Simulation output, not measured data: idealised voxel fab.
A process module follows: voxel gate over fins.
Xsec cut, 165 nm wide, square cell size 5 nm.
Format of a cross-section: grid, square cells. Given as bands. Order: top down. Band: one or more rows of cells. Top, bottom (nm), then materials left to right with widths (nm); lone material tagged "throughout" fills the whole band edge to edge; "air" = empty space. For the purposes of this specification, 0 denotes the height below which the wafer in its as-received condition is composed wholly of one material, and the lowermost band, lacking a lower limit, extends downward without end, as expressed in "0 and below". The width entry "30->40" should be interpreted row by row: the top row of cells in the band takes the first number, the bottom row takes the second number, and the change between adjacent rows is uniform throughout. Where a step carries "no alteration", the cross-section came out of it unchanged, cell for cell. "Trapped void list": empty spaces of 8 cells or more with no open way to the top, each given as width x height at distance, distance from the left edge, all in nm. Post-settings text on a step line: simulator's own remark regarding the step. overlay nm, on a step with a mask: how far to the right of its planned place the mask lay; to the left if negative.

[Planned process steps]
step 1: RECEIVE with material Si
step 2: CONFORMAL_DEP with material SiN, thk nm 5
step 3: MASKED_ETCH with tone cover, mask id FINS, width nm 15, pitch nm 55, etch materials SiN, depth nm 5, overlay nm 0
step 4: MASKED_ETCH with tone cover, mask id FINS, width nm 15, pitch nm 55, etch materials Si, depth nm 40, overlay nm 0
step 5: OXIDIZE with depth nm 5
step 6: FILL_DEP with material SiO2, thk nm 15
step 7: CMP with height nm 5
step 8: PATTERN with tone open, mask id RAIL, material resist, width nm 15, thk nm 15, overlay nm -15
step 9: DIRECTIONAL_ETCH with etch materials SiO2, depth nm 40
step 10: STRIP with etch materials resist
step 11: CONFORMAL_DEP with material TiN, thk nm 5
step 12: FILL_DEP with material W, thk nm 5
step 13: CMP with height nm 5
step 14: SELECTIVE_ETCH with etch materials W Ru TiN, depth nm 25
step 15: FILL_DEP with material SiO2, thk nm 5
step 16: CMP with height nm 5
step 17: SELECTIVE_ETCH with etch materials SiO2, depth nm 15
step 18: STRIP with etch materials SiN
step 19: CONFORMAL_DEP with material HfO2, thk nm 5
step 20: CONFORMAL_DEP with material TiN, thk nm 5
step 21: CONFORMAL_DEP with material TiAl, thk nm 5
step 22: CONFORMAL_DEP with material TiN, thk nm 5
step 23: FILL_DEP with material W, thk nm 15
step 24: CMP with height nm 30
step 25: CONFORMAL_DEP with material SiN, thk nm 5
Heads up: all these wafers start the same, and what changes between them is the overlay nm in step 8. The value you see in the plan is just what the first wafer got.

[Incoming state of the first of several wafers in cross-section: after step 1]
* 0 and below  Si throughout
* Trapped void list: none

[Tabulated below, wafer by wafer, are the end-of-module results: for each material, the number of cells gained (+) or lost (-) relative to the as-received state, followed by the closed voids]
overlay nm -15, +41 HfO2, -279 Si, +33 SiN, +211 SiO2, +41 TiAl, +88 TiN, +96 W, Trapped void list: none
overlay nm -10, +41 HfO2, -279 Si, +33 SiN, +208 SiO2, +41 TiAl, +89 TiN, +98 W, Trapped void list: none
overlay nm -5, +41 HfO2, -279 Si, +33 SiN, +208 SiO2, +41 TiAl, +89 TiN, +98 W, Trapped void list: none
overlay nm 0, +41 HfO2, -279 Si, +33 SiN, +208 SiO2, +41 TiAl, +89 TiN, +98 W, Trapped void list: none
overlay nm 5, +41 HfO2, -279 Si, +33 SiN, +208 SiO2, +41 TiAl, +89 TiN, +98 W, Trapped void list: none
overlay nm 10, +41 HfO2, -279 Si, +33 SiN, +208 SiO2, +41 TiAl, +89 TiN, +98 W, Trapped void list: none
overlay nm 15, +41 HfO2, -279 Si, +33 SiN, +208 SiO2, +41 TiAl, +89 TiN, +98 W, Trapped void list: none
